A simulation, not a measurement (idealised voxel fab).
The process module that follows is named voxel trench capacitor.
In the cross-section labelled cut, the width is 190 nm and each square cell is 5 nm.
The cross-sections in this document take the form of a grid made of square cells. They are written out as bands, in order from top to bottom. Each band consists of one or more rows of cells. Band entry format. Leading values: height of top, height of bottom, nm. Remainder: materials in left-to-right order, each with its width in nm. Special words: "edge to edge" on a single material, which then fills the band edge to edge; "blank", empty space. All heights in this document are referenced to 0, defined as the level beneath which the wafer, as received, consists entirely of one material. The lowest band is not bounded below; it extends indefinitely downward and is written in the form "z 0 and below". Graded width ("30..40"): value in top row of band = first number; value in bottom row = second number; row-to-row change constant. Step note "nothing was modified" = no cross-section cell changed. In the "Closed internal cavities" entry, you get each enclosed empty space of 8 cells or more, one with no open way to the top, written width x height at distance, distance from the left edge, in nm. after a step's settings: what the simulator itself notes on the step. overlay nm: for a step with a mask, the amount by which the mask lay right of where it was planned; a negative amount means left of it.

PLANNED PROCESS STEPS
step 1: RECEIVE (material Si)
step 2: CONFORMAL_DEP (material SiN; thk nm 5)
step 3: DIRECTIONAL_DEP (material aC; thk nm 10)
step 4: PATTERN (tone open; mask id TRENCH; material resist; width nm 30; pitch nm 55; thk nm 25; overlay nm 0)
step 5: DIRECTIONAL_ETCH (etch materials aC; depth nm 10)
step 6: STRIP (etch materials resist)
step 7: DIRECTIONAL_ETCH (etch materials SiN; depth nm 5)
step 8: DIRECTIONAL_ETCH (etch materials Si; depth nm 30)
step 9: STRIP (etch materials aC)
step 10: CONFORMAL_DEP (material HfO2; thk nm 5)
step 11: CONFORMAL_DEP (material TiN; thk nm 5)
step 12: FILL_DEP (material W; thk nm 10)
step 13: CMP (height nm 5)

CROSS-SECTION OF THE WAFER UPON ARRIVAL, REPRESENTING THE STATE REACHED AFTER STEP 1
- z 0 and below | Si edge to edge
- Closed internal cavities: none

CROSS-SECTIONAL IMAGE OF THE FIRST OF TWO WAFERS AT THE END OF THE MODULE, THE RUN HAVING PROCEEDED AS PLANNED
- z 5 to 0 | SiN=25 | HfO2=5 | TiN=5 | W=10 | TiN=5 | HfO2=5 | SiN=25 | HfO2=5 | TiN=5 | W=10 | TiN=5 | HfO2=5 | SiN=25 | HfO2=5 | TiN=5 | W=10 | TiN=5 | HfO2=5 | SiN=25
- z 0 to -20 | Si=25 | HfO2=5 | TiN=5 | W=10 | TiN=5 | HfO2=5 | Si=25 | HfO2=5 | TiN=5 | W=10 | TiN=5 | HfO2=5 | Si=25 | HfO2=5 | TiN=5 | W=10 | TiN=5 | HfO2=5 | Si=25
- z -20 to -25 | Si=25 | HfO2=5 | TiN=20 | HfO2=5 | Si=25 | HfO2=5 | TiN=20 | HfO2=5 | Si=25 | HfO2=5 | TiN=20 | HfO2=5 | Si=25
- z -25 to -30 | Si=25 | HfO2=30 | Si=25 | HfO2=30 | Si=25 | HfO2=30 | Si=25
- z -30 and below | Si edge to edge
- Closed internal cavities: none

MODULE END: CROSS-SECTION OF WAFER TWO OF TWO. SAME START AND PROCESS PLAN AS THE FIRST WAFER. ONE MISTAKE DURING EXECUTION
- z 5 to 0 | SiN=25 | TiN=5 | HfO2=5 | W=10 | HfO2=5 | TiN=5 | SiN=25 | TiN=5 | HfO2=5 | W=10 | HfO2=5 | TiN=5 | SiN=25 | TiN=5 | HfO2=5 | W=10 | HfO2=5 | TiN=5 | SiN=25
- z 0 to -20 | Si=25 | TiN=5 | HfO2=5 | W=10 | HfO2=5 | TiN=5 | Si=25 | TiN=5 | HfO2=5 | W=10 | HfO2=5 | TiN=5 | Si=25 | TiN=5 | HfO2=5 | W=10 | HfO2=5 | TiN=5 | Si=25
- z -20 to -25 | Si=25 | TiN=5 | HfO2=20 | TiN=5 | Si=25 | TiN=5 | HfO2=20 | TiN=5 | Si=25 | TiN=5 | HfO2=20 | TiN=5 | Si=25
- z -25 to -30 | Si=25 | TiN=30 | Si=25 | TiN=30 | Si=25 | TiN=30 | Si=25
- z -30 and below | Si edge to edge
- Closed internal cavities: none
The mistake made against the process plan was this: the processing plan was not followed for steps 10 and 11, which were run with their positions exchanged
End of process, cell counts, second wafer against first, materials with more or fewer: 12 fewer of HfO2; 12 more of TiN
